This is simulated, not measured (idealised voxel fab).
Presented below is a process module, voxel self aligned contacts.
FYI the section here is cut, 290 nm wide, cells are 5 nm squares.
In what follows, cross-sections appear as grids of square cells, described through bands that run from the top down, where every band is one or more rows of cells. Band: top height; bottom height; in nm. Then, left to right: material with width in nm, for each material. "edge to edge": a single material spanning edge to edge. "blank": empty space. Note: height 0 marks the level under which the wafer is uniformly one material as received. Lowest band unbounded below, written "0 -> down". A width such as "30 to 40" changes by the same amount from each row of cells to the next, from the band's top row to its bottom row. "nothing was modified" for a step: no cell of the cross-section changed in that step. "Closed cavity list" enumerates empty spaces isolated from the top, with no open way to it, that contain at least 8 cells, giving each as width x height at distance from the left edge, all three in nm. On a step's line, text after the settings is the simulator commenting on that step. overlay nm, on a step with a mask: how far to the right of its planned place the mask lay; to the left if negative.

### Listed below are the process steps as planned
1 RECEIVE (material Si)
2 OXIDIZE (depth nm 5)
3 DIRECTIONAL_DEP (material polySi; thk nm 25)
4 DIRECTIONAL_DEP (material SiN; thk nm 20)
5 DIRECTIONAL_DEP (material aC; thk nm 10)
6 PATTERN (tone cover; mask id GATE; material resist; width nm 25; pitch nm 60; thk nm 25; overlay nm 0)
7 DIRECTIONAL_ETCH (etch materials aC; depth nm 10)
8 STRIP (etch materials resist)
9 DIRECTIONAL_ETCH (etch materials SiN; depth nm 20)
10 DIRECTIONAL_ETCH (etch materials polySi; depth nm 25)
11 STRIP (etch materials aC)
12 CONFORMAL_DEP (material SiN; thk nm 10)
13 DIRECTIONAL_ETCH (etch materials SiN; depth nm 10)
14 FILL_DEP (material SiO2; thk nm 20)
15 CMP (height nm 55)
16 MASKED_ETCH (tone open; mask id CONTACT; width nm 45; etch materials SiO2; depth nm 60; overlay nm 0)
17 CONFORMAL_DEP (material TiN; thk nm 5)
18 FILL_DEP (material Ru; thk nm 10)
19 CMP (height nm 55)
20 CONFORMAL_DEP (material SiN; thk nm 5)

### Delivered wafer in cross-section: state after step 1
0 -> down | Si edge to edge
Closed cavity list: none

### First of two wafers at the end of the module, shown in cross-section; run carried out as planned
60 -> 55 | SiN edge to edge
55 -> 45 | SiO2 120 nm; TiN 5 to 20 nm; Ru 35 to 5 nm; TiN 5 to 20 nm; SiO2 125 nm
45 -> 25 | SiO2 90 nm; SiN 45 nm; TiN 5 nm; Ru 5 nm; TiN 5 nm; SiN 45 nm; SiO2 95 nm
25 -> 0 | SiO2 90 nm; SiN 10 nm; polySi 25 nm; SiN 10 nm; TiN 5 nm; Ru 5 nm; TiN 5 nm; SiN 10 nm; polySi 25 nm; SiN 10 nm; SiO2 95 nm
0 -> -5 | SiO2 135 nm; TiN 15 nm; SiO2 140 nm
-5 -> down | Si edge to edge
Closed cavity list: none

### Second of two wafers, module complete, sectioned: it shares the first wafer's start and plan but was run with one mistake
60 -> 55 | SiN edge to edge
55 -> 45 | SiO2 115 nm; TiN 5 to 25 nm; Ru 45 to 5 nm; TiN 5 to 25 nm; SiO2 120 nm
45 -> 25 | SiO2 90 nm; SiN 45 nm; TiN 5 nm; Ru 5 nm; TiN 5 nm; SiN 45 nm; SiO2 95 nm
25 -> 0 | SiO2 90 nm; SiN 10 nm; polySi 25 nm; SiN 10 nm; TiN 5 nm; Ru 5 nm; TiN 5 nm; SiN 10 nm; polySi 25 nm; SiN 10 nm; SiO2 95 nm
0 -> -5 | SiO2 135 nm; TiN 15 nm; SiO2 140 nm
-5 -> down | Si edge to edge
Closed cavity list: none
Heads up, the wafer didn't run the way we planned it: step 16 changed vs plan, executed as MASKED_ETCH (tone open; mask id CONTACT; width nm 55; etch materials SiO2; depth nm 60; overlay nm 0)
Per the end-of-run cell counts, the second wafer holds more or fewer of some materials than the first: Ru: 2 more | SiO2: 4 fewer | TiN: 2 more
